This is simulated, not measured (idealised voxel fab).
Process module, titled voxel self aligned contacts
Cross-sectional view cut (width: 265 nm; square cell size: 5 nm).
Cross-section spec: square-cell grid; bands listed top down; each band is one or more rows.
Top height, bottom height, nm. Materials left to right, width each, nm. Single material + "full width" = fills band edge to edge. "blank" = empty.
Note: height 0 marks the level under which the wafer is uniformly one material as received. Lowest band unbounded below, written "0..down".
Per-row width for "30..40": begins at first number (top row of band), ends at second number (bottom row), increment between rows held constant.
Given "no modifications" for a step, no cell of the cross-section differs between before and after that step.
Completely sealed voids: empty space of 8 cells or more with no open way to the top, each as width x height at its distance from the left edge, in nm
On each step's line, the part that comes after the settings is the simulator's own comment on the step.
"overlay nm" on a masked step: distance the mask lay right of its planned place, negative for left.

## Planned process steps
1. RECEIVE | material Si
2. OXIDIZE | depth nm 5
3. DIRECTIONAL_DEP | material polySi | thk nm 20
4. DIRECTIONAL_DEP | material SiN | thk nm 20
5. MASKED_ETCH | tone cover | mask id GATE | width nm 25 | pitch nm 60 | etch materials SiN | depth nm 20 | overlay nm 0
6. MASKED_ETCH | tone cover | mask id GATE | width nm 35 | pitch nm 60 | etch materials polySi | depth nm 20 | overlay nm 0
7. CONFORMAL_DEP | material SiN | thk nm 5
8. DIRECTIONAL_ETCH | etch materials SiN | depth nm 5
9. FILL_DEP | material SiO2 | thk nm 10
10. CMP | height nm 45
11. PATTERN | tone open | mask id CONTACT | material resist | width nm 45 | thk nm 20 | overlay nm 0
12. DIRECTIONAL_ETCH | etch materials SiO2 | depth nm 50
13. STRIP | etch materials resist
14. CONFORMAL_DEP | material TiN | thk nm 5
15. FILL_DEP | material W | thk nm 10
16. CMP | height nm 45
17. CONFORMAL_DEP | material SiN | thk nm 5
It is noted that the wafers described herein are identical at the outset and are distinguished by the width nm of step 5; the value stated in the plan corresponds to the first wafer.

## After step 1, as received: first of several wafers, cross-section
- 0..down: Si full width
- Completely sealed voids: none

## Where each wafer stands at the end of the module, a row apiece: cells of each material gained (+) or lost (-) since it was received, then closed voids
width nm 25 | -53 Si | +125 SiN | +358 SiO2 | +27 TiN | +17 W | +56 polySi | Completely sealed voids: none
width nm 30 | -53 Si | +133 SiN | +354 SiO2 | +27 TiN | +13 W | +56 polySi | Completely sealed voids: none
width nm 35 | -53 Si | +141 SiN | +350 SiO2 | +27 TiN | +9 W | +56 polySi | Completely sealed voids: none
width nm 40 | -53 Si | +149 SiN | +343 SiO2 | +27 TiN | +64 polySi | Completely sealed voids: none
width nm 45 | -53 Si | +157 SiN | +336 SiO2 | +18 TiN | +72 polySi | Completely sealed voids: none
